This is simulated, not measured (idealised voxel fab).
process module | voxel wiring stack
cross-section cut | 255 nm wide | cells 5 nm
A cross-section is a grid of square cells, given in bands from the top down. A band is one or more rows of cells.
Each band's line starts with the height of the band's top and of its bottom, in nm. Then come its materials from left to right, each with its width in nm. One material with "throughout" fills the band from edge to edge. "air" is empty space.
Height 0 is the level under which the wafer as received is all one material. The lowest band goes on downwards, as in "0 down".
A width such as "30 to 40" changes by the same amount from each row of cells to the next, from the band's top row to its bottom row.
"no change" after a step means that no cell of the cross-section changed.
closed voids: empty space of 8 cells or more with no open way to the top, each as width x height at its distance from the left edge, in nm
after a step's settings: what the simulator itself notes on the step
overlay nm, on a step with a mask: how far to the right of its planned place the mask lay; to the left if negative
plan
1 op RECEIVE | material Si
2 op CONFORMAL_DEP | material SiO2 | thk nm 15
3 op CONFORMAL_DEP | material SiCN | thk nm 5
4 op DIRECTIONAL_DEP | material lowk | thk nm 15
5 op DIRECTIONAL_DEP | material aC | thk nm 15
6 op PATTERN | tone open | mask id METAL_1 | material resist | width nm 25 | pitch nm 50 | thk nm 30 | overlay nm 0
7 op DIRECTIONAL_ETCH | etch materials aC | depth nm 15
8 op STRIP | etch materials resist
9 op DIRECTIONAL_ETCH | etch materials lowk | depth nm 15
10 op DIRECTIONAL_ETCH | etch materials SiCN | depth nm 5
11 op STRIP | etch materials aC
12 op CONFORMAL_DEP | material TiN | thk nm 5
13 op FILL_DEP | material Cu | thk nm 5
14 op CMP | height nm 35
15 op CONFORMAL_DEP | material SiCN | thk nm 5
16 op DIRECTIONAL_DEP | material lowk | thk nm 15
17 op DIRECTIONAL_DEP | material aC | thk nm 15
18 op PATTERN | tone open | mask id PLUG_1 | material resist | width nm 15 | pitch nm 50 | thk nm 35 | overlay nm -15
19 op DIRECTIONAL_ETCH | etch materials aC | depth nm 15
20 op STRIP | etch materials resist
21 op DIRECTIONAL_ETCH | etch materials lowk | depth nm 15
22 op DIRECTIONAL_ETCH | etch materials SiCN | depth nm 5
23 op STRIP | etch materials aC
24 op EPI | material Ru | thk nm 10
25 op EPI | material Ru | thk nm 10
26 op CONFORMAL_DEP | material SiN | thk nm 5
27 op DIRECTIONAL_DEP | material lowk | thk nm 15
28 op MASKED_ETCH | tone open | mask id METAL_2 | width nm 25 | pitch nm 50 | etch materials lowk | depth nm 15 | overlay nm 0
29 op MASKED_ETCH | tone open | mask id METAL_2 | width nm 25 | pitch nm 50 | etch materials SiN | depth nm 5 | overlay nm 0
30 op CONFORMAL_DEP | material TiN | thk nm 5
31 op FILL_DEP | material W | thk nm 5
32 op CMP | height nm 75
33 op CONFORMAL_DEP | material SiCN | thk nm 5
34 op DIRECTIONAL_DEP | material SiO2 | thk nm 15
35 op PATTERN | tone open | mask id PLUG_2 | material resist | width nm 15 | pitch nm 50 | thk nm 15 | overlay nm 0
36 op DIRECTIONAL_ETCH | etch materials SiO2 | depth nm 15
37 op DIRECTIONAL_ETCH | etch materials SiCN | depth nm 5
38 op STRIP | etch materials resist
39 op EPI | material Ru | thk nm 10
40 op EPI | material Ru | thk nm 10
41 op DIRECTIONAL_DEP | material TiN | thk nm 5
42 op DIRECTIONAL_DEP | material W | thk nm 15
43 op DIRECTIONAL_DEP | material aC | thk nm 10
44 op PATTERN | tone cover | mask id METAL_3 | material resist | width nm 25 | pitch nm 50 | thk nm 25 | overlay nm 0
45 op DIRECTIONAL_ETCH | etch materials aC | depth nm 10
46 op STRIP | etch materials resist
47 op DIRECTIONAL_ETCH | etch materials W | depth nm 15
48 op DIRECTIONAL_ETCH | etch materials TiN | depth nm 5
49 op STRIP | etch materials aC
50 op CONFORMAL_DEP | material SiCN | thk nm 5
51 op FILL_DEP | material SiO2 | thk nm 10
52 op CMP | height nm 115
53 op CONFORMAL_DEP | material SiCN | thk nm 5
varied across the wafers: overlay nm of step 18. The plan shows the first wafer's value. All wafers start alike
first wafer as received, after step 1
  0 down: Si throughout
  closed voids: none
first wafer at the end, after step 53
  120 to 115: SiCN throughout
  115 to 100: SiO2 85 | SiCN 5 | W 25 | SiCN 5 | SiO2 15 | SiCN 5 | W 25 | SiCN 5 | SiO2 85
  100 to 95: SiCN 90 | TiN 25 | SiCN 25 | TiN 25 | SiCN 90
  95 to 80: SiO2 90 | Ru 15 | SiO2 35 | Ru 15 | SiO2 100
  80 to 75: SiCN 90 | Ru 15 | SiCN 35 | Ru 15 | SiCN 100
  75 to 60: lowk 80 | TiN 5 | lowk 5 | TiN 5 | W 15 | TiN 5 | lowk 15 | TiN 5 | lowk 5 | TiN 5 | W 15 | TiN 5 | lowk 90
  60 to 55: SiN 80 | TiN 5 | SiN 5 | TiN 25 | SiN 15 | TiN 5 | SiN 5 | TiN 25 | SiN 90
  55 to 40: lowk 75 | SiN 5 | lowk 5 | SiN 5 | lowk 35 | SiN 5 | lowk 5 | SiN 5 | lowk 115
  40 to 35: SiCN 75 | SiN 15 | SiCN 35 | SiN 15 | SiCN 115
  35 to 20: lowk 90 | TiN 5 | Cu 15 | TiN 5 | lowk 25 | TiN 5 | Cu 15 | TiN 5 | lowk 90
  20 to 15: SiCN 90 | TiN 25 | SiCN 25 | TiN 25 | SiCN 90
  15 to 0: SiO2 throughout
  0 down: Si throughout
  closed voids: none
last wafer at the end
  120 to 115: SiCN throughout
  115 to 100: SiO2 85 | SiCN 5 | W 25 | SiCN 5 | SiO2 15 | SiCN 5 | W 25 | SiCN 5 | SiO2 85
  100 to 95: SiCN 90 | TiN 25 | SiCN 25 | TiN 25 | SiCN 90
  95 to 80: SiO2 90 | Ru 15 | SiO2 35 | Ru 15 | SiO2 100
  80 to 75: SiCN 90 | Ru 15 | SiCN 35 | Ru 15 | SiCN 100
  75 to 60: lowk 90 | TiN 5 | W 15 | TiN 5 | lowk 25 | TiN 5 | W 15 | TiN 5 | lowk 90
  60 to 55: SiN 90 | TiN 25 | SiN 25 | TiN 25 | SiN 90
  55 to 40: lowk 105 | Ru 15 | lowk 35 | Ru 15 | lowk 85
  40 to 35: SiCN 105 | Ru 15 | SiCN 35 | Ru 15 | SiCN 85
  35 to 20: lowk 90 | TiN 5 | Cu 15 | TiN 5 | lowk 25 | TiN 5 | Cu 15 | TiN 5 | lowk 90
  20 to 15: SiCN 90 | TiN 25 | SiCN 25 | TiN 25 | SiCN 90
  15 to 0: SiO2 throughout
  0 down: Si throughout
  closed voids: none
each wafer at the end: cells of each material gained (+) or lost (-) since it was received, then its closed voids
overlay nm -15 | +18 Cu | +24 Ru | +235 SiCN | +57 SiN | +399 SiO2 | +62 TiN | +48 W | +381 lowk | closed voids: none
overlay nm -10 | +18 Cu | +48 Ru | +235 SiCN | +41 SiN | +399 SiO2 | +54 TiN | +48 W | +381 lowk | closed voids: none
overlay nm -5 | +18 Cu | +48 Ru | +235 SiCN | +41 SiN | +399 SiO2 | +54 TiN | +48 W | +381 lowk | closed voids: none
overlay nm 0 | +18 Cu | +48 Ru | +235 SiCN | +41 SiN | +399 SiO2 | +54 TiN | +48 W | +381 lowk | closed voids: none
overlay nm 5 | +18 Cu | +48 Ru | +235 SiCN | +41 SiN | +399 SiO2 | +54 TiN | +48 W | +381 lowk | closed voids: none
overlay nm 10 | +18 Cu | +48 Ru | +235 SiCN | +41 SiN | +399 SiO2 | +54 TiN | +48 W | +381 lowk | closed voids: none
overlay nm 15 | +18 Cu | +48 Ru | +235 SiCN | +41 SiN | +399 SiO2 | +54 TiN | +48 W | +381 lowk | closed voids: none
